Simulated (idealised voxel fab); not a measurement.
The following is a process module called voxel air gaps.
The cross-section shown here is cut; it is 210 nm wide and divided into square cells measuring 5 nm on a side.
Cross-section = grid of square cells, listed top down in bands; band = one or more rows. Band: top height; bottom height; in nm. Then, left to right: material with width in nm, for each material. "edge to edge": a single material spanning edge to edge. "air": empty space. Heads up on the height convention: 0 is the point under which the incoming wafer is all one material, and the lowest band has no bottom, it just keeps going down, like "0 nm and below". The two numbers in a width such as "30..40" mark its ends across the band: the first belongs to the top row of cells, the second to the bottom row, and from each row to the next the width moves by the same amount. "left unchanged" (step): cross-section cells unchanged, all of them. Under "Voids, sealed" you'll find the enclosed gaps, the ones with no way out to the top, that are 8 cells or bigger; each reads width x height at distance, with distance counted from the left edge, everything in nm. Whatever follows a step's settings on its line is a remark the simulator itself makes about that step. overlay nm: mask offset rightward from planned place, masked step; negative means leftward offset.

Listed below are the process steps as planned:
1) RECEIVE | material Si
2) CONFORMAL_DEP | material SiO2 | thk nm 10
3) CONFORMAL_DEP | material SiCN | thk nm 5
4) DIRECTIONAL_DEP | material SiO2 | thk nm 35
5) PATTERN | tone open | mask id LINES | material resist | width nm 15 | pitch nm 40 | thk nm 15 | overlay nm 0
6) DIRECTIONAL_ETCH | etch materials SiO2 | depth nm 35
7) STRIP | etch materials resist
8) CONFORMAL_DEP | material TiN | thk nm 5
9) FILL_DEP | material Cu | thk nm 10
10) CMP | height nm 50
11) EPI | material Ru | thk nm 10
12) SELECTIVE_ETCH | etch materials SiO2 | depth nm 45
13) CONFORMAL_DEP | material SiCN | thk nm 5

Incoming wafer, cross-sectional view, post step 1:
	0 nm and below: Si edge to edge
	Voids, sealed: none

Cross-sectional result after module completion. Note: starting condition and plan are unchanged from above; one processing mistake was made:
	65 nm to 60 nm: air=40, SiCN=125, air=45
	60 nm to 50 nm: air=40, SiCN=5, Ru=35, SiCN=5, Ru=35, SiCN=5, Ru=35, SiCN=5, air=45
	50 nm to 45 nm: air=40, SiCN=15, TiN=5, Ru=5, TiN=5, SiCN=25, TiN=5, Ru=5, TiN=5, SiCN=25, TiN=5, Ru=5, TiN=5, SiCN=15, air=45
	45 nm to 20 nm: air=50, SiCN=5, TiN=5, Ru=5, TiN=5, SiCN=5, air=15, SiCN=5, TiN=5, Ru=5, TiN=5, SiCN=5, air=15, SiCN=5, TiN=5, Ru=5, TiN=5, SiCN=5, air=55
	20 nm to 15 nm: SiCN=55, TiN=15, SiCN=25, TiN=15, SiCN=25, TiN=15, SiCN=60
	15 nm to 10 nm: SiCN edge to edge
	10 nm to 0 nm: SiO2 edge to edge
	0 nm and below: Si edge to edge
	Voids, sealed: 15 x 25 at 75; 15 x 25 at 115
Where did the run depart from the plan? step 9 changed vs plan, executed as FILL_DEP | material Ru | thk nm 10
